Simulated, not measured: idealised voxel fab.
This is a process module. Its name is voxel tone inversion.
It is cross-section cut that appears here, measuring 180 nm in width, its square cells being 5 nm in size.
If you're reading a cross-section in this doc, picture square cells in a grid; it comes to you as bands, top ones listed first down to the bottom, and a band can be one or more rows of cells. In this notation a band is specified by the heights of its top and bottom, in that order and in nm, after which its materials appear from left to right, each paired with its width in nm. The word "all across" attached to a single material means that material fills the band from edge to edge; the word "blank" stands for empty space. It should be noted that heights are counted from 0, beneath which the wafer as supplied is of one material throughout, and that the lowest band possesses no lower boundary but continues downward, as written in "z 0 and below". Width spec "30 to 40" -> top row of cells at first value, bottom row at second value, equal per-row change in between. The designation "all unchanged", where it is given for a processing step, indicates that no cell of the cross-section was altered in the course of that step. "Sealed void list": sealed empty spaces, 8 cells or more, no open way to top, listed width x height at distance, with distance from the left edge and width, height and distance in nm. If you see something after the settings on a step's line, that's the simulator's own remark about that step. If you see "overlay nm" on a step's line and that step has a mask, it's telling you how far right of where it was planned the mask ended up; a negative number means it went left instead.

-- These are the steps we planned for the process
1: RECEIVE,material Si
2: CONFORMAL_DEP,material SiCN,thk nm 5
3: DIRECTIONAL_DEP,material aC,thk nm 15
4: PATTERN,tone cover,mask id POSTS,material resist,width nm 15,pitch nm 45,thk nm 25,overlay nm 0
5: DIRECTIONAL_ETCH,etch materials aC,depth nm 15
6: STRIP,etch materials resist
7: FILL_DEP,material SiO2,thk nm 10
8: CMP,height nm 20
9: STRIP,etch materials aC
The wafers in this document start out alike and differ in the depth nm applied at step 5; the plan shows the value used for the first wafer.

-- Received wafers, first of several: cross-section after step 1
> z 0 and below = Si all across
> Sealed void list: none

-- First of several wafers: cross-section at the end of the module, after step 9, its last step
> z 20 to 5 = SiO2 60 nm | blank 15 nm | SiO2 30 nm | blank 15 nm | SiO2 60 nm
> z 5 to 0 = SiCN all across
> z 0 and below = Si all across
> Sealed void list: none

-- Cross-section at module completion, last wafer
> z 20 to 15 = SiO2 all across
> z 15 to 5 = SiO2 60 nm | aC 15 nm | SiO2 30 nm | aC 15 nm | SiO2 60 nm
> z 5 to 0 = SiCN all across
> z 0 and below = Si all across
> Sealed void list: none

-- So in this table every wafer gets its own row, and what you see is where it stands at the end of the module: for each material, how many cells it picked up (+) or gave up (-) since we received it, and after that its closed voids
depth nm 15, +36 SiCN, +90 SiO2, Sealed void list: none
depth nm 20, +36 SiCN, +90 SiO2, Sealed void list: none
depth nm 25, +36 SiCN, +90 SiO2, Sealed void list: none
depth nm 30, +36 SiCN, +96 SiO2, +12 aC, Sealed void list: none
